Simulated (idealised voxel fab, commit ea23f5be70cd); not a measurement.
The following process module bears the name voxel spacer lines.
Cross-section cut: width 185 nm, square cells of 5 nm.
Just so we're on the same page, the cross-sections are grids of square cells, and they're listed out in bands top to bottom, each band one or more rows deep.
This entry defines a band. It first specifies the height of the band's top and the height of its bottom in nm, and then specifies the band's materials from left to right, stating each material with its width in nm. The word "all across" identifies a single material that fills the band from edge to edge, while the word "empty" identifies empty space.
Beneath 0, the wafer as received is one material, and that level is where height counting begins. The lowest band goes on downward without a bottom; it is written like "0..down".
A two-number width, for instance "30 to 40", indicates that the width is equal to the first number in the top row of the band and to the second number in the bottom row, and that it changes by a constant amount per row of cells.
"changes: none" for a step: no cell of the cross-section changed in that step.
You'll see "Non-vented voids" listing empty spaces that have no way open to the top, as long as they're 8 cells or more; the notation is width x height at distance, where the distance is from the left edge, and all of it is in nm.
On each step's line, the part that comes after the settings is the simulator's own comment on the step.
Among the settings permitted on a step's line is "overlay nm"; applied to a step with a mask, it specifies the extent to which the mask lay to the right of its planned position, whereas a negative figure signifies a position to the left.
-- Here's what the planned process steps look like
1. RECEIVE | material Si
2. CONFORMAL_DEP | material Al2O3 | thk nm 5
3. DIRECTIONAL_DEP | material SiN | thk nm 10
4. DIRECTIONAL_DEP | material aC | thk nm 25
5. PATTERN | tone cover | mask id MANDREL | material resist | width nm 25 | pitch nm 70 | thk nm 30 | overlay nm 0
6. DIRECTIONAL_ETCH | etch materials aC | depth nm 25
7. STRIP | etch materials resist
8. CONFORMAL_DEP | material SiO2 | thk nm 10
9. DIRECTIONAL_ETCH | etch materials SiO2 | depth nm 10
10. STRIP | etch materials aC
11. DIRECTIONAL_ETCH | etch materials SiN | depth nm 10
12. STRIP | etch materials SiO2
13. FILL_DEP | material lowk | thk nm 5
14. CMP | height nm 15
-- Cross-section of the wafer at receipt, which is the condition after step 1
    0..down | Si all across
    Non-vented voids: none
-- Cross-section taken at module completion on the first of two wafers; processed per the plan
    15..5 | lowk 35  SiN 10  lowk 25  SiN 10  lowk 25  SiN 10  lowk 25  SiN 10  lowk 35
    5..0 | Al2O3 all across
    0..down | Si all across
    Non-vented voids: none
-- Wafer two, sectioned after the module: the first wafer's start, the first wafer's plan, and one mistake in how it was run
    15..5 | lowk 30  SiN 10  lowk 35  SiN 10  lowk 15  SiN 10  lowk 35  SiN 10  lowk 30
    5..0 | Al2O3 all across
    0..down | Si all across
    Non-vented voids: none
Error vs. plan: step 5 changed vs plan, executed as PATTERN | tone cover | mask id MANDREL | material resist | width nm 35 | pitch nm 70 | thk nm 30 | overlay nm 0
The concluding comparison shows that, measured in cells, each material is equally abundant on both wafers, albeit at different positions.
